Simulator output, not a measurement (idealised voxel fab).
This is a process module. Its name is voxel transistor to metal.
Square cell edge 5 nm, section width 275 nm, ID cut.
Notation: cross-section as square-cell grid; stated in bands, top first, going down; one or more cell rows per band. Per band: top height and bottom height in nm, followed by the left-to-right materials and their widths in nm; "edge to edge" marks a single material spanning edge to edge, "empty" marks empty space. Zero point of the height axis is 0; under it, received wafer = one material. Lowest band: continues down indefinitely, "0 and below". Width "30->40": first value at the band's top row of cells, second value at its bottom row, equal change from row to row. What does "nothing was modified" mean for a step? It means no cell of the cross-section changed in that step. The list in "Enclosed void inventory" covers empty spaces of 8 cells or more that cannot reach the top through any open way, and it gives each as width x height at distance; the distance is from the left edge, and width, height and distance are in nm. Read whatever lies past the settings on a step's line as the simulator's own remark about the step. The "overlay nm" setting may appear on a step's line; for a step that uses a mask, it gives how far to the right of its planned position the mask lay, and a negative value indicates the left.
Plan
| 1 | RECEIVE | material Si |
| 2 | CONFORMAL_DEP | material SiO2 | thk nm 5 |
| 3 | CONFORMAL_DEP | material SiN | thk nm 15 |
| 4 | DIRECTIONAL_DEP | material aC | thk nm 10 |
| 5 | PATTERN | tone cover | mask id ACTIVE | material resist | width nm 95 | pitch nm 120 | thk nm 25 | overlay nm 0 |
| 6 | DIRECTIONAL_ETCH | etch materials aC | depth nm 10 |
| 7 | STRIP | etch materials resist |
| 8 | DIRECTIONAL_ETCH | etch materials SiN | depth nm 15 |
| 9 | DIRECTIONAL_ETCH | etch materials SiO2 | depth nm 5 |
| 10 | DIRECTIONAL_ETCH | etch materials Si | depth nm 25 |
| 11 | STRIP | etch materials aC |
| 12 | OXIDIZE | depth nm 5 |
| 13 | FILL_DEP | material SiO2 | thk nm 15 |
| 14 | CMP | height nm 20 |
| 15 | SELECTIVE_ETCH | etch materials SiO2 | depth nm 10 |
| 16 | STRIP | etch materials SiN |
| 17 | SELECTIVE_ETCH | etch materials SiO2 | depth nm 5 |
| 18 | OXIDIZE | depth nm 5 |
| 19 | DIRECTIONAL_DEP | material polySi | thk nm 30 |
| 20 | DIRECTIONAL_DEP | material SiCN | thk nm 15 |
| 21 | DIRECTIONAL_DEP | material aC | thk nm 15 |
| 22 | PATTERN | tone cover | mask id GATE | material resist | width nm 25 | pitch nm 120 | thk nm 30 | overlay nm 0 |
| 23 | DIRECTIONAL_ETCH | etch materials aC | depth nm 15 |
| 24 | STRIP | etch materials resist |
| 25 | DIRECTIONAL_ETCH | etch materials SiCN | depth nm 25 |
| 26 | DIRECTIONAL_ETCH | etch materials polySi | depth nm 40 |
| 27 | STRIP | etch materials aC |
| 28 | CONFORMAL_DEP | material SiO2 | thk nm 5 |
| 29 | DIRECTIONAL_ETCH | etch materials SiO2 | depth nm 5 |
| 30 | CONFORMAL_DEP | material SiN | thk nm 5 |
| 31 | DIRECTIONAL_ETCH | etch materials SiN | depth nm 5 |
| 32 | DIRECTIONAL_ETCH | etch materials SiO2 | depth nm 5 |
| 33 | EPI | material pSi | thk nm 5 |
| 34 | FILL_DEP | material SiO2 | thk nm 5 |
| 35 | CMP | height nm 30 |
| 36 | STRIP | etch materials polySi |
| 37 | SELECTIVE_ETCH | etch materials SiO2 | depth nm 5 |
| 38 | CONFORMAL_DEP | material HfO2 | thk nm 5 |
| 39 | CONFORMAL_DEP | material TiN | thk nm 5 |
| 40 | FILL_DEP | material W | thk nm 10 |
| 41 | CMP | height nm 25 |
| 42 | DIRECTIONAL_DEP | material SiO2 | thk nm 15 |
| 43 | DIRECTIONAL_DEP | material aC | thk nm 15 |
| 44 | PATTERN | tone open | mask id CONTACT | material resist | width nm 15 | thk nm 30 | overlay nm 0 |
| 45 | DIRECTIONAL_ETCH | etch materials aC | depth nm 15 |
| 46 | STRIP | etch materials resist |
| 47 | DIRECTIONAL_ETCH | etch materials SiO2 | depth nm 40 |
| 48 | STRIP | etch materials aC |
| 49 | CONFORMAL_DEP | material TiN | thk nm 5 |
| 50 | FILL_DEP | material W | thk nm 5 |
| 51 | CMP | height nm 40 |
| 52 | CONFORMAL_DEP | material SiN | thk nm 5 |
| 53 | DIRECTIONAL_DEP | material SiO2 | thk nm 20 |
| 54 | PATTERN | tone open | mask id METAL_1 | material resist | width nm 15 | thk nm 15 | overlay nm 0 |
| 55 | DIRECTIONAL_ETCH | etch materials SiO2 | depth nm 20 |
| 56 | DIRECTIONAL_ETCH | etch materials SiN | depth nm 5 |
| 57 | STRIP | etch materials resist |
| 58 | CONFORMAL_DEP | material TiN | thk nm 5 |
| 59 | FILL_DEP | material Cu | thk nm 5 |
| 60 | CMP | height nm 65 |
| 61 | CONFORMAL_DEP | material SiCN | thk nm 5 |
| 62 | DIRECTIONAL_DEP | material lowk | thk nm 30 |
| 63 | MASKED_ETCH | tone open | mask id METAL_2 | width nm 15 | pitch nm 120 | etch materials lowk | depth nm 20 | overlay nm 0 |
| 64 | PATTERN | tone open | mask id METAL_2_HOLES | material resist | width nm 15 | pitch nm 120 | thk nm 20 | overlay nm 0 |
| 65 | DIRECTIONAL_ETCH | etch materials lowk | depth nm 10 |
| 66 | DIRECTIONAL_ETCH | etch materials SiCN | depth nm 5 |
| 67 | STRIP | etch materials resist |
| 68 | CONFORMAL_DEP | material TiN | thk nm 5 |
| 69 | FILL_DEP | material Cu | thk nm 10 |
| 70 | CMP | height nm 100 |
| 71 | CONFORMAL_DEP | material SiN | thk nm 5 |
So this is the incoming wafer in cross-section - it's already been through step 1
	0 and below: Si edge to edge
	Enclosed void inventory: none
Run as planned - first of the two wafers cross-sectioned at the end of the module
	105 down to 100: SiN edge to edge
	100 down to 70: 35 lowk  5 TiN  5 Cu  5 TiN  105 lowk  5 TiN  5 Cu  5 TiN  105 lowk
	70 down to 65: 35 SiCN  15 TiN  105 SiCN  15 TiN  105 SiCN
	65 down to 45: 35 SiO2  5 TiN  5 Cu  5 TiN  55 SiO2  5 TiN  5 Cu  5 TiN  35 SiO2  5 TiN  5 Cu  5 TiN  55 SiO2  5 TiN  5 Cu  5 TiN  35 SiO2
	45 down to 40: 35 SiN  15 TiN  55 SiN  15 TiN  35 SiN  15 TiN  55 SiN  15 TiN  35 SiN
	40 down to 25: 35 SiO2  5 TiN  5 W  5 TiN  55 SiO2  5 TiN  5 W  5 TiN  35 SiO2  5 TiN  5 W  5 TiN  55 SiO2  5 TiN  5 W  5 TiN  35 SiO2
	25 down to 5: 35 SiO2  5 TiN  5 W  5 TiN  5 SiO2  5 SiN  5 HfO2  5 TiN  15 W  5 TiN  5 HfO2  5 SiN  5 SiO2  5 TiN  5 W  5 TiN  35 SiO2  5 TiN  5 W  5 TiN  5 SiO2  5 SiN  5 HfO2  5 TiN  15 W  5 TiN  5 HfO2  5 SiN  5 SiO2  5 TiN  5 W  5 TiN  35 SiO2
	5 down to 0: 30 SiO2  5 SiN  15 TiN  5 SiO2  5 SiN  5 HfO2  25 TiN  5 HfO2  5 SiN  5 SiO2  15 TiN  5 SiN  25 SiO2  5 SiN  15 TiN  5 SiO2  5 SiN  5 HfO2  25 TiN  5 HfO2  5 SiN  5 SiO2  15 TiN  5 SiN  30 SiO2
	0 down to -5: 35 SiO2  20 pSi  5 SiO2  35 HfO2  5 SiO2  20 pSi  35 SiO2  20 pSi  5 SiO2  35 HfO2  5 SiO2  20 pSi  35 SiO2
	-5 down to -30: 35 SiO2  85 Si  35 SiO2  85 Si  35 SiO2
	-30 and below: Si edge to edge
	Enclosed void inventory: none
Here's the second of our two wafers sectioned at module end. Same start as the first, same plan, but one mistake got made running it
	105 down to 100: SiN edge to edge
	100 down to 90: 35 lowk  5 TiN  10->5 Cu  5->10 TiN  100 lowk  5 TiN  10->5 Cu  5->10 TiN  100 lowk
	90 down to 70: 35 lowk  5 TiN  5 Cu  5 TiN  105 lowk  5 TiN  5 Cu  5 TiN  105 lowk
	70 down to 65: 35 SiCN  15 TiN  105 SiCN  15 TiN  105 SiCN
	65 down to 45: 35 SiO2  5 TiN  5 Cu  5 TiN  55 SiO2  5 TiN  5 Cu  5 TiN  35 SiO2  5 TiN  5 Cu  5 TiN  55 SiO2  5 TiN  5 Cu  5 TiN  35 SiO2
	45 down to 40: 35 SiN  15 TiN  55 SiN  15 TiN  35 SiN  15 TiN  55 SiN  15 TiN  35 SiN
	40 down to 25: 35 SiO2  5 TiN  5 W  5 TiN  55 SiO2  5 TiN  5 W  5 TiN  35 SiO2  5 TiN  5 W  5 TiN  55 SiO2  5 TiN  5 W  5 TiN  35 SiO2
	25 down to 5: 35 SiO2  5 TiN  5 W  5 TiN  5 SiO2  5 SiN  5 HfO2  5 TiN  15 W  5 TiN  5 HfO2  5 SiN  5 SiO2  5 TiN  5 W  5 TiN  35 SiO2  5 TiN  5 W  5 TiN  5 SiO2  5 SiN  5 HfO2  5 TiN  15 W  5 TiN  5 HfO2  5 SiN  5 SiO2  5 TiN  5 W  5 TiN  35 SiO2
	5 down to 0: 30 SiO2  5 SiN  15 TiN  5 SiO2  5 SiN  5 HfO2  25 TiN  5 HfO2  5 SiN  5 SiO2  15 TiN  5 SiN  25 SiO2  5 SiN  15 TiN  5 SiO2  5 SiN  5 HfO2  25 TiN  5 HfO2  5 SiN  5 SiO2  15 TiN  5 SiN  30 SiO2
	0 down to -5: 35 SiO2  20 pSi  5 SiO2  35 HfO2  5 SiO2  20 pSi  35 SiO2  20 pSi  5 SiO2  35 HfO2  5 SiO2  20 pSi  35 SiO2
	-5 down to -30: 35 SiO2  85 Si  35 SiO2  85 Si  35 SiO2
	-30 and below: Si edge to edge
	Enclosed void inventory: none
Deviation noted in wafer processing: step 64 off recipe, ran as PATTERN | tone open | mask id METAL_2_HOLES | material resist | width nm 20 | pitch nm 120 | thk nm 20 | overlay nm 0
End of process, cell counts, second wafer against first, materials with more or fewer: Cu +2; TiN +2; lowk -4
